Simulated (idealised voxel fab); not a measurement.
Process module in this document: voxel self aligned contacts
The cross-section on display is named cut; it measures 185 nm wide, and its cells are 5 nm squares.
Cross-section spec: square-cell grid; bands listed top down; each band is one or more rows.
First you get the band's top height and its bottom height, in nm, and then the materials it's made of, left to right, with each width in nm. If you see a single material with "throughout", that one covers the band edge to edge. "air" is empty space.
Where do heights start? At 0: under that level the wafer as delivered is made of one material only. And the lowest band has no floor; it just carries on downward, as in "0 down".
The two numbers in a width such as "30..40" mark its ends across the band: the first belongs to the top row of cells, the second to the bottom row, and from each row to the next the width moves by the same amount.
Step note "stayed the same" = no cross-section cell changed.
Reported under the label "Trapped void list" are the empty spaces having no open way to the top and comprising 8 cells or more; the notation for each is width x height at distance, in which the distance is measured from the left edge and all three values are in nm.
Heads up: the bit after the settings on a step's line is the simulator's remark on that step.
overlay nm: step with mask; distance mask lay right of planned place; negative value = left of planned place.

This section lists the process steps that were planned
1: RECEIVE,material Si
2: CONFORMAL_DEP,material SiO2,thk nm 5
3: DIRECTIONAL_DEP,material polySi,thk nm 25
4: DIRECTIONAL_DEP,material SiN,thk nm 25
5: DIRECTIONAL_DEP,material aC,thk nm 15
6: PATTERN,tone cover,mask id GATE,material resist,width nm 30,pitch nm 75,thk nm 30,overlay nm -15
7: DIRECTIONAL_ETCH,etch materials aC,depth nm 15
8: STRIP,etch materials resist
9: DIRECTIONAL_ETCH,etch materials SiN,depth nm 25
10: DIRECTIONAL_ETCH,etch materials polySi,depth nm 25
11: STRIP,etch materials aC
12: CONFORMAL_DEP,material SiN,thk nm 10
13: DIRECTIONAL_ETCH,etch materials SiN,depth nm 10
14: FILL_DEP,material SiO2,thk nm 15
15: CMP,height nm 60
16: MASKED_ETCH,tone open,mask id CONTACT,width nm 55,etch materials SiO2,depth nm 60,overlay nm 0
17: CONFORMAL_DEP,material TiN,thk nm 5
18: FILL_DEP,material Ru,thk nm 10
19: CMP,height nm 60
20: CONFORMAL_DEP,material SiCN,thk nm 5
Variable across wafers: step 6 overlay nm (plan value is that of the first wafer; starting state common to all).

Cross-section of the first of several wafers on receipt, reflecting completion of step 1
	0 down = Si throughout
	Trapped void list: none

Here is the cross-section of the first of several wafers at the end of the module, after its last step, step 20
	65 to 60 = SiCN throughout
	60 to 55 = SiO2=65  TiN=5  Ru=15  TiN=35  SiO2=65
	55 to 30 = SiO2=15  SiN=50  TiN=5  Ru=15  TiN=5  SiN=50  SiO2=45
	30 to 5 = SiO2=15  SiN=10  polySi=30  SiN=10  TiN=5  Ru=15  TiN=5  SiN=10  polySi=30  SiN=10  SiO2=45
	5 to 0 = SiO2=65  TiN=25  SiO2=95
	0 down = Si throughout
	Trapped void list: none

Final wafer of several, shown in cross-section at the end of the module
	65 to 60 = SiCN throughout
	60 to 55 = SiO2=65  TiN=35  Ru=15  TiN=5  SiO2=65
	55 to 30 = SiO2=45  SiN=50  TiN=5  Ru=15  TiN=5  SiN=50  SiO2=15
	30 to 5 = SiO2=45  SiN=10  polySi=30  SiN=10  TiN=5  Ru=15  TiN=5  SiN=10  polySi=30  SiN=10  SiO2=15
	5 to 0 = SiO2=95  TiN=25  SiO2=65
	0 down = Si throughout
	Trapped void list: none

Quick key for the table: a row per wafer, taken at the end of the module. For each material it tells you how many cells the wafer gained (+) or lost (-) since it came in, and the closed voids come after
overlay nm -15; +33 Ru; +37 SiCN; +140 SiN; +178 SiO2; +33 TiN; +60 polySi; Trapped void list: none
overlay nm -10; +33 Ru; +37 SiCN; +140 SiN; +178 SiO2; +33 TiN; +60 polySi; Trapped void list: none
overlay nm -5; +33 Ru; +37 SiCN; +140 SiN; +178 SiO2; +33 TiN; +60 polySi; Trapped void list: none
overlay nm 0; +33 Ru; +37 SiCN; +140 SiN; +178 SiO2; +33 TiN; +60 polySi; Trapped void list: none
overlay nm 5; +33 Ru; +37 SiCN; +140 SiN; +178 SiO2; +33 TiN; +60 polySi; Trapped void list: none
overlay nm 10; +33 Ru; +37 SiCN; +140 SiN; +178 SiO2; +33 TiN; +60 polySi; Trapped void list: none
overlay nm 15; +33 Ru; +37 SiCN; +140 SiN; +178 SiO2; +33 TiN; +60 polySi; Trapped void list: none
